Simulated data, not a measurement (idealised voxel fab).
process module | voxel double patterning
Square cells of 5 nm make up the cross-section cut, whose width is 215 nm.
Each cross-section below is a grid of square cells, stated as bands in top-down order, with one or more rows of cells making up each band. The band entry comprises the height of the band's top followed by the height of its bottom, expressed in nm, and subsequently the band's materials from left to right, each stated together with its width in nm. Where a single material is marked with the word "full width", that material fills the band from edge to edge. The word "air" represents empty space. Beneath 0, the wafer as received is one material, and that level is where height counting begins. The lowest band goes on downward without a bottom; it is written like "0 nm and below". Think of "30->40" as a width that walks from the first number to the second as you go down the band, top row to bottom row, taking equal-sized steps from row to row. No cell of the cross-section changed in a step that is given as "remains unaltered". "Closed empty spaces" specifies each empty space that is not open to the top and that occupies no fewer than 8 cells, using the form width x height at distance, the distance measured from the left edge and all three quantities in nm. The remark found on a step's line after its settings is issued by the simulator itself and pertains to that step. If you see "overlay nm" on a step's line and that step has a mask, it's telling you how far right of where it was planned the mask ended up; a negative number means it went left instead.
# Process steps (planned)
- 1: RECEIVE with material Si
- 2: CONFORMAL_DEP with material SiO2, thk nm 10
- 3: DIRECTIONAL_DEP with material polySi, thk nm 10
- 4: DIRECTIONAL_DEP with material SiN, thk nm 5
- 5: DIRECTIONAL_DEP with material aC, thk nm 15
- 6: PATTERN with tone open, mask id FIRST, material resist, width nm 15, pitch nm 50, thk nm 30, overlay nm 0
- 7: DIRECTIONAL_ETCH with etch materials aC, depth nm 15
- 8: STRIP with etch materials resist
- 9: DIRECTIONAL_ETCH with etch materials SiN, depth nm 5
- 10: STRIP with etch materials aC
- 11: MASKED_ETCH with tone open, mask id SECOND, width nm 15, etch materials SiN, depth nm 5, overlay nm 0
- 12: DIRECTIONAL_ETCH with etch materials polySi, depth nm 10
- 13: STRIP with etch materials SiN
# Cross-section of the wafer as it came to us, i.e., already through step 1
  0 nm and below = Si full width
  Closed empty spaces: none
# Here's the wafer cut in cross-section after the module, started and planned just like above, except one thing was done wrong in the run
  20 nm to 10 nm = SiO2 full width
  10 nm to 0 nm = polySi full width
  0 nm and below = Si full width
  Closed empty spaces: none
The mistake made against the process plan was this: plan steps 2 and 3 run swapped
